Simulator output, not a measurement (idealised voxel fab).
process module | voxel released beams
cross-section cut | 205 nm wide | cells 5 nm
A cross-section is a grid of square cells, given in bands from the top down. A band is one or more rows of cells.
Each band's line starts with the height of the band's top and of its bottom, in nm. Then come its materials from left to right, each with its width in nm. One material with "throughout" fills the band from edge to edge. "air" is empty space.
Height 0 is the level under which the wafer as received is all one material. The lowest band goes on downwards, as in "0 down".
A width such as "30 to 40" changes by the same amount from each row of cells to the next, from the band's top row to its bottom row.
"no change" after a step means that no cell of the cross-section changed.
closed voids: empty space of 8 cells or more with no open way to the top, each as width x height at its distance from the left edge, in nm
after a step's settings: what the simulator itself notes on the step
overlay nm, on a step with a mask: how far to the right of its planned place the mask lay; to the left if negative
plan
1 op RECEIVE | material Si
2 op CONFORMAL_DEP | material SiN | thk nm 10
3 op DIRECTIONAL_DEP | material SiO2 | thk nm 20
4 op MASKED_ETCH | tone open | mask id ANCHOR | width nm 30 | etch materials SiO2 | depth nm 20 | overlay nm 0
5 op CONFORMAL_DEP | material W | thk nm 10
6 op MASKED_ETCH | tone cover | mask id BEAM | width nm 75 | etch materials W | depth nm 10 | overlay nm 0
7 op STRIP | etch materials SiO2
varied across the wafers: width nm of step 6. The plan shows the first wafer's value. All wafers start alike
first wafer as received, after step 1
  0 down: Si throughout
  closed voids: none
first wafer at the end, after step 7
  40 to 30: air 60 | W 10 | air 10 | W 55 | air 70
  30 to 20: air 60 | W 10 | air 10 | W 10 | air 115
  20 to 10: air 60 | W 30 | air 115
  10 to 0: SiN throughout
  0 down: Si throughout
  closed voids: none
last wafer at the end
  40 to 30: air 50 | W 20 | air 10 | W 70 | air 55
  30 to 20: air 60 | W 10 | air 10 | W 10 | air 115
  20 to 10: air 60 | W 30 | air 115
  10 to 0: SiN throughout
  0 down: Si throughout
  closed voids: none
each wafer at the end: cells of each material gained (+) or lost (-) since it was received, then its closed voids
width nm 75 | +82 SiN | +46 W | closed voids: none
width nm 80 | +82 SiN | +48 W | closed voids: none
width nm 85 | +82 SiN | +50 W | closed voids: none
width nm 90 | +82 SiN | +52 W | closed voids: none
width nm 95 | +82 SiN | +54 W | closed voids: none
width nm 100 | +82 SiN | +56 W | closed voids: none
